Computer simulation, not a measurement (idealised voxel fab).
process module | voxel gate over fins
cross-section cut | 285 nm wide | cells 5 nm
A cross-section is a grid of square cells, given in bands from the top down. A band is one or more rows of cells.
Each band's line starts with the height of the band's top and of its bottom, in nm. Then come its materials from left to right, each with its width in nm. One material with "throughout" fills the band from edge to edge. "air" is empty space.
Height 0 is the level under which the wafer as received is all one material. The lowest band goes on downwards, as in "0 down".
A width such as "30 to 40" changes by the same amount from each row of cells to the next, from the band's top row to its bottom row.
"no change" after a step means that no cell of the cross-section changed.
closed voids: empty space of 8 cells or more with no open way to the top, each as width x height at its distance from the left edge, in nm
after a step's settings: what the simulator itself notes on the step
overlay nm, on a step with a mask: how far to the right of its planned place the mask lay; to the left if negative
plan
1 op RECEIVE | material Si
2 op CONFORMAL_DEP | material SiN | thk nm 10
3 op MASKED_ETCH | tone cover | mask id FINS | width nm 15 | pitch nm 35 | etch materials SiN | depth nm 10 | overlay nm 0
4 op MASKED_ETCH | tone cover | mask id FINS | width nm 15 | pitch nm 35 | etch materials Si | depth nm 30 | overlay nm 0
5 op OXIDIZE | depth nm 5
6 op FILL_DEP | material SiO2 | thk nm 15
7 op CMP | height nm 10
8 op SELECTIVE_ETCH | etch materials SiO2 | depth nm 25
9 op STRIP | etch materials SiN
10 op CONFORMAL_DEP | material HfO2 | thk nm 5
11 op CONFORMAL_DEP | material TiN | thk nm 5
12 op CONFORMAL_DEP | material TiAl | thk nm 5
13 op CONFORMAL_DEP | material TiN | thk nm 5
14 op FILL_DEP | material W | thk nm 10
15 op CMP | height nm 25
16 op CONFORMAL_DEP | material SiN | thk nm 5
first wafer, as planned
as received, after step 1
  0 down: Si throughout
  closed voids: none
after step 2
  10 to 0: SiN throughout
  below 0: unchanged
after step 3
  10 to 0: air 115 | SiN 15 | air 20 | SiN 15 | air 120
  below 0: unchanged
after step 4
  10 to 0: air 115 | SiN 15 | air 20 | SiN 15 | air 120
  0 to -30: air 115 | Si 15 | air 20 | Si 15 | air 120
  below -30: unchanged
after step 5
  10 to 0: air 115 | SiN 15 | air 20 | SiN 15 | air 120
  0 to -30: air 115 | SiO2 5 | Si 5 | SiO2 5 | air 20 | SiO2 5 | Si 5 | SiO2 5 | air 120
  -30 to -35: SiO2 120 | Si 5 | SiO2 30 | Si 5 | SiO2 125
  below -35: unchanged
after step 6
  25 to 10: SiO2 throughout
  10 to 0: SiO2 115 | SiN 15 | SiO2 20 | SiN 15 | SiO2 120
  0 to -35: SiO2 120 | Si 5 | SiO2 30 | Si 5 | SiO2 125
  below -35: unchanged
after step 7
  10 to 0: SiO2 115 | SiN 15 | SiO2 20 | SiN 15 | SiO2 120
  below 0: unchanged
after step 8
  10 to 0: air 115 | SiN 15 | air 20 | SiN 15 | air 120
  0 to -15: air 120 | Si 5 | air 30 | Si 5 | air 125
  below -15: unchanged
after step 9
  0 to -15: air 120 | Si 5 | air 30 | Si 5 | air 125
  below -15: unchanged
after step 10
  5 to 0: air 115 | HfO2 15 | air 20 | HfO2 15 | air 120
  0 to -10: air 115 | HfO2 5 | Si 5 | HfO2 5 | air 20 | HfO2 5 | Si 5 | HfO2 5 | air 120
  -10 to -15: HfO2 120 | Si 5 | HfO2 30 | Si 5 | HfO2 125
  below -15: unchanged
after step 11
  10 to 5: air 110 | TiN 25 | air 10 | TiN 25 | air 115
  5 to 0: air 110 | TiN 5 | HfO2 15 | TiN 5 | air 10 | TiN 5 | HfO2 15 | TiN 5 | air 115
  0 to -5: air 110 | TiN 5 | HfO2 5 | Si 5 | HfO2 5 | TiN 5 | air 10 | TiN 5 | HfO2 5 | Si 5 | HfO2 5 | TiN 5 | air 115
  -5 to -10: TiN 115 | HfO2 5 | Si 5 | HfO2 5 | TiN 20 | HfO2 5 | Si 5 | HfO2 5 | TiN 120
  below -10: unchanged
after step 12
  15 to 10: air 105 | TiAl 70 | air 110
  10 to 5: air 105 | TiAl 5 | TiN 25 | TiAl 10 | TiN 25 | TiAl 5 | air 110
  5 to 0: air 105 | TiAl 5 | TiN 5 | HfO2 15 | TiN 5 | TiAl 10 | TiN 5 | HfO2 15 | TiN 5 | TiAl 5 | air 110
  0 to -5: TiAl 110 | TiN 5 | HfO2 5 | Si 5 | HfO2 5 | TiN 5 | TiAl 10 | TiN 5 | HfO2 5 | Si 5 | HfO2 5 | TiN 5 | TiAl 115
  below -5: unchanged
after step 13
  20 to 15: air 100 | TiN 80 | air 105
  15 to 10: air 100 | TiN 5 | TiAl 70 | TiN 5 | air 105
  10 to 5: air 100 | TiN 5 | TiAl 5 | TiN 25 | TiAl 10 | TiN 25 | TiAl 5 | TiN 5 | air 105
  5 to 0: TiN 105 | TiAl 5 | TiN 5 | HfO2 15 | TiN 5 | TiAl 10 | TiN 5 | HfO2 15 | TiN 5 | TiAl 5 | TiN 110
  below 0: unchanged
after step 14
  30 to 20: W throughout
  20 to 15: W 100 | TiN 80 | W 105
  15 to 10: W 100 | TiN 5 | TiAl 70 | TiN 5 | W 105
  10 to 5: W 100 | TiN 5 | TiAl 5 | TiN 25 | TiAl 10 | TiN 25 | TiAl 5 | TiN 5 | W 105
  below 5: unchanged
after step 15
  25 to 20: W throughout
  below 20: unchanged
after step 16
  30 to 25: SiN throughout
  below 25: unchanged
second wafer: like start, like plan, one mistake. Through step 3 it matches the first wafer
when step 4 should have ended
  10 to 0: air 115 | SiN 15 | air 20 | SiN 15 | air 120
  0 to -30: air 105 | Si 25 | air 10 | Si 25 | air 120
  below -30: unchanged
when step 5 should have ended
  10 to 0: air 115 | SiN 15 | air 20 | SiN 15 | air 120
  0 to -5: air 105 | SiO2 15 | Si 5 | SiO2 5 | air 10 | SiO2 15 | Si 5 | SiO2 5 | air 120
  -5 to -30: air 105 | SiO2 5 | Si 15 | SiO2 5 | air 10 | SiO2 5 | Si 15 | SiO2 5 | air 120
  -30 to -35: SiO2 110 | Si 15 | SiO2 20 | Si 15 | SiO2 125
  below -35: unchanged
when step 6 should have ended
  25 to 10: SiO2 throughout
  10 to 0: SiO2 115 | SiN 15 | SiO2 20 | SiN 15 | SiO2 120
  0 to -5: SiO2 120 | Si 5 | SiO2 30 | Si 5 | SiO2 125
  -5 to -35: SiO2 110 | Si 15 | SiO2 20 | Si 15 | SiO2 125
  below -35: unchanged
when step 7 should have ended
  10 to 0: SiO2 115 | SiN 15 | SiO2 20 | SiN 15 | SiO2 120
  below 0: unchanged
when step 8 should have ended
  10 to 0: air 115 | SiN 15 | air 20 | SiN 15 | air 120
  0 to -5: air 120 | Si 5 | air 30 | Si 5 | air 125
  -5 to -15: air 110 | Si 15 | air 20 | Si 15 | air 125
  below -15: unchanged
when step 9 should have ended
  0 to -5: air 120 | Si 5 | air 30 | Si 5 | air 125
  below -5: unchanged
when step 10 should have ended
  5 to 0: air 115 | HfO2 15 | air 20 | HfO2 15 | air 120
  0 to -10: air 105 | HfO2 15 to 5 | Si 5 to 15 | HfO2 5 | air 10 | HfO2 15 to 5 | Si 5 to 15 | HfO2 5 | air 120
  -10 to -15: HfO2 110 | Si 15 | HfO2 20 | Si 15 | HfO2 125
  below -15: unchanged
when step 11 should have ended
  10 to 5: air 110 | TiN 25 | air 10 | TiN 25 | air 115
  5 to 0: air 100 | TiN 15 | HfO2 15 | TiN 20 | HfO2 15 | TiN 5 | air 115
  0 to -5: air 100 | TiN 5 | HfO2 15 | Si 5 | HfO2 5 | TiN 10 | HfO2 15 | Si 5 | HfO2 5 | TiN 5 | air 115
  -5 to -10: TiN 105 | HfO2 5 | Si 15 | HfO2 5 | TiN 10 | HfO2 5 | Si 15 | HfO2 5 | TiN 120
  below -10: unchanged
when step 12 should have ended
  15 to 10: air 105 | TiAl 70 | air 110
  10 to 5: air 95 | TiAl 15 | TiN 25 | TiAl 10 | TiN 25 | TiAl 5 | air 110
  5 to 0: air 95 | TiAl 5 | TiN 15 | HfO2 15 | TiN 20 | HfO2 15 | TiN 5 | TiAl 5 | air 110
  0 to -5: TiAl 100 | TiN 5 | HfO2 15 | Si 5 | HfO2 5 | TiN 10 | HfO2 15 | Si 5 | HfO2 5 | TiN 5 | TiAl 115
  below -5: unchanged
when step 13 should have ended
  20 to 15: air 100 | TiN 80 | air 105
  15 to 10: air 90 | TiN 15 | TiAl 70 | TiN 5 | air 105
  10 to 5: air 90 | TiN 5 | TiAl 15 | TiN 25 | TiAl 10 | TiN 25 | TiAl 5 | TiN 5 | air 105
  5 to 0: TiN 95 | TiAl 5 | TiN 15 | HfO2 15 | TiN 20 | HfO2 15 | TiN 5 | TiAl 5 | TiN 110
  below 0: unchanged
when step 14 should have ended
  30 to 20: W throughout
  20 to 15: W 100 | TiN 80 | W 105
  15 to 10: W 90 | TiN 15 | TiAl 70 | TiN 5 | W 105
  10 to 5: W 90 | TiN 5 | TiAl 15 | TiN 25 | TiAl 10 | TiN 25 | TiAl 5 | TiN 5 | W 105
  below 5: unchanged
when step 15 should have ended
  25 to 20: W throughout
  below 20: unchanged
when step 16 should have ended
  30 to 25: SiN throughout
  below 25: unchanged
what went wrong: step 4 ran as: op MASKED_ETCH | tone cover | mask id FINS | width nm 15 | pitch nm 35 | etch materials Si | depth nm 30 | overlay nm -10
at the end the second wafer has, in cells: 24 more of Si | 16 fewer of SiO2 | 4 fewer of TiAl | 4 fewer of W
